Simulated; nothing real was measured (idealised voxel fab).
The following is a process module called voxel ribs on slabs.
Displayed cross-section: cut, width of 290 nm, square cells sized 5 nm.
Format of a cross-section: grid, square cells. Given as bands. Order: top down. Band: one or more rows of cells. Read a band's entry like this: the first values are the height of its top and the height of its bottom in nm, and what follows is the sequence of materials from left to right, each with its width in nm. Note that "air" is empty space, and that a single material marked "throughout" reaches across the band from edge to edge. The level at which height equals 0 is the one under which the wafer, as it arrives, is entirely one material. No lower edge exists for the bottom band, which continues downward and is notated as in "0 down". With a width like "30 to 40", each row of cells in the band differs from the next by the same amount, the top row carrying the first number and the bottom row the second. A step reported as "no alterations made" is a step in which no cell of the cross-section changed. Closed empty spaces (no open way to the top) of 8 cells or more are what "Sealed cavities" lists, each as width x height at distance from the left edge, nm for all three. Anything after a step's settings on that line? It's the simulator's own note about the step. The setting "overlay nm" may be written on the line of a step. When the step uses a mask, the value reports how far to the right of the planned place the mask lay, and a negative value reports that it lay to the left.
**Planned step list for the process**
1 RECEIVE,material Si
2 DIRECTIONAL_DEP,material SiO2,thk nm 30
3 DIRECTIONAL_DEP,material SiN,thk nm 15
4 MASKED_ETCH,tone cover,mask id RIB,width nm 25,etch materials SiN,depth nm 10,overlay nm 0
5 MASKED_ETCH,tone cover,mask id SLAB,width nm 65,etch materials SiN,depth nm 5,overlay nm 0
6 FILL_DEP,material SiO2,thk nm 15
7 CMP,height nm 55
8 DIRECTIONAL_DEP,material TiN,thk nm 10
9 DIRECTIONAL_DEP,material aC,thk nm 10
10 PATTERN,tone cover,mask id HEATER,material resist,width nm 35,thk nm 25,overlay nm 0
11 DIRECTIONAL_ETCH,etch materials aC,depth nm 10
12 STRIP,etch materials resist
13 DIRECTIONAL_ETCH,etch materials TiN,depth nm 10
14 STRIP,etch materials aC
15 CONFORMAL_DEP,material SiO2,thk nm 5
**Shown in cross-section is the wafer as received, that is, as it stands after step 1**
- 0 down: Si throughout
- Sealed cavities: none
**Same starting wafer, same plan as above, one mistake in the execution; this is the cross-section at the end of the module**
- 70 to 65: air: 120  SiO2: 45  air: 125
- 65 to 60: air: 120  SiO2: 5  TiN: 35  SiO2: 5  air: 125
- 60 to 55: SiO2: 125  TiN: 35  SiO2: 130
- 55 to 40: SiO2 throughout
- 40 to 35: SiO2: 130  SiN: 25  SiO2: 135
- 35 to 30: SiN: 110  SiO2: 20  SiN: 25  SiO2: 20  SiN: 115
- 30 to 0: SiO2 throughout
- 0 down: Si throughout
- Sealed cavities: none
Finding, execution versus plan: for step 5, the planned setting was not used; the step was instead run as MASKED_ETCH,tone open,mask id SLAB,width nm 65,etch materials SiN,depth nm 5,overlay nm 0
